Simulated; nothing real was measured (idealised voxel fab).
process module | voxel trench capacitor
cross-section cut | 220 nm wide | cells 5 nm
A cross-section is a grid of square cells, given in bands from the top down. A band is one or more rows of cells.
Each band's line starts with the height of the band's top and of its bottom, in nm. Then come its materials from left to right, each with its width in nm. One material with "throughout" fills the band from edge to edge. "air" is empty space.
Height 0 is the level under which the wafer as received is all one material. The lowest band goes on downwards, as in "0 down".
A width such as "30 to 40" changes by the same amount from each row of cells to the next, from the band's top row to its bottom row.
"no change" after a step means that no cell of the cross-section changed.
closed voids: empty space of 8 cells or more with no open way to the top, each as width x height at its distance from the left edge, in nm
after a step's settings: what the simulator itself notes on the step
overlay nm, on a step with a mask: how far to the right of its planned place the mask lay; to the left if negative
plan
1 op RECEIVE | material Si
2 op CONFORMAL_DEP | material SiN | thk nm 5
3 op DIRECTIONAL_DEP | material aC | thk nm 10
4 op PATTERN | tone open | mask id TRENCH | material resist | width nm 15 | pitch nm 40 | thk nm 30 | overlay nm 0
5 op DIRECTIONAL_ETCH | etch materials aC | depth nm 10
6 op STRIP | etch materials resist
7 op DIRECTIONAL_ETCH | etch materials SiN | depth nm 5
8 op DIRECTIONAL_ETCH | etch materials Si | depth nm 25
9 op STRIP | etch materials aC
10 op CONFORMAL_DEP | material SiO2 | thk nm 5
11 op FILL_DEP | material polySi | thk nm 5
12 op CMP | height nm 5
as received, after step 1
  0 down: Si throughout
  closed voids: none
a wafer at the end: this start, this plan, one mistake
  5 to 0: SiN 65 | polySi 5 | SiN 35 | polySi 5 | SiN 35 | polySi 5 | SiN 70
  0 to -20: Si 60 | SiN 5 | polySi 5 | SiN 5 | Si 25 | SiN 5 | polySi 5 | SiN 5 | Si 25 | SiN 5 | polySi 5 | SiN 5 | Si 65
  -20 to -25: Si 60 | SiN 15 | Si 25 | SiN 15 | Si 25 | SiN 15 | Si 65
  -25 down: Si throughout
  closed voids: none
what went wrong: step 10 ran as: op CONFORMAL_DEP | material SiN | thk nm 5
